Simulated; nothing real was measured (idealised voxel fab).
Name of the process module below: voxel released beams
Xsec cut, 220 nm wide, square cell size 5 nm.
Throughout this document, each cross-section is represented as a grid of square cells and is presented as a sequence of bands enumerated from the top downward, where a band comprises one or more rows of cells.
Read a band's entry like this: the first values are the height of its top and the height of its bottom in nm, and what follows is the sequence of materials from left to right, each with its width in nm. Note that "air" is empty space, and that a single material marked "full width" reaches across the band from edge to edge.
Convention: height 0 is the level below which the wafer, as received, is all one material. The lowest band does not terminate at the bottom but continues downward, represented as "0 and below".
It should be noted that a width expressed as "30..40" varies in equal increments from row to row of cells within the band, taking the value of the first number at the top row and that of the second number at the bottom row.
It should be understood that the words "no alterations made", when stated for a given step, signify that the cross-section underwent no change in any of its cells during that step.
"Unvented internal voids" contains a list of empty spaces, each no smaller than 8 cells and without an open way to the top, written in the form width x height at distance with the distance from the left edge and all three in nm.
That trailing text on a step's line, after the settings, is the simulator's own remark on the step.
Steps that use a mask can have "overlay nm" on their line. It says how far the mask sat to the right of where it was meant to be. Negative means to the left.
## plan
- 1: RECEIVE | material Si
- 2: CONFORMAL_DEP | material SiN | thk nm 10
- 3: DIRECTIONAL_DEP | material SiO2 | thk nm 10
- 4: MASKED_ETCH | tone open | mask id ANCHOR | width nm 35 | etch materials SiO2 | depth nm 10 | overlay nm 0
- 5: CONFORMAL_DEP | material W | thk nm 10
- 6: DIRECTIONAL_DEP | material aC | thk nm 15
- 7: PATTERN | tone cover | mask id BEAM | material resist | width nm 110 | thk nm 30 | overlay nm 0
- 8: DIRECTIONAL_ETCH | etch materials aC | depth nm 15
- 9: STRIP | etch materials resist
- 10: DIRECTIONAL_ETCH | etch materials W | depth nm 10
- 11: STRIP | etch materials aC
- 12: STRIP | etch materials SiO2
## Delivered wafer in cross-section: state after step 1
  0 and below | Si full width
  Unvented internal voids: none
## Below is the wafer in cross-section after the module was completed. It began from the starting point shown above and followed the plan shown above, except that one mistake was made while running it
  20 down to 10 | air: 50  W: 15  air: 15  W: 80  air: 60
  10 down to 0 | air: 55  W: 35  air: 130
  0 and below | Si full width
  Unvented internal voids: none
Want to know what went wrong? plan step 2: skipped, not run
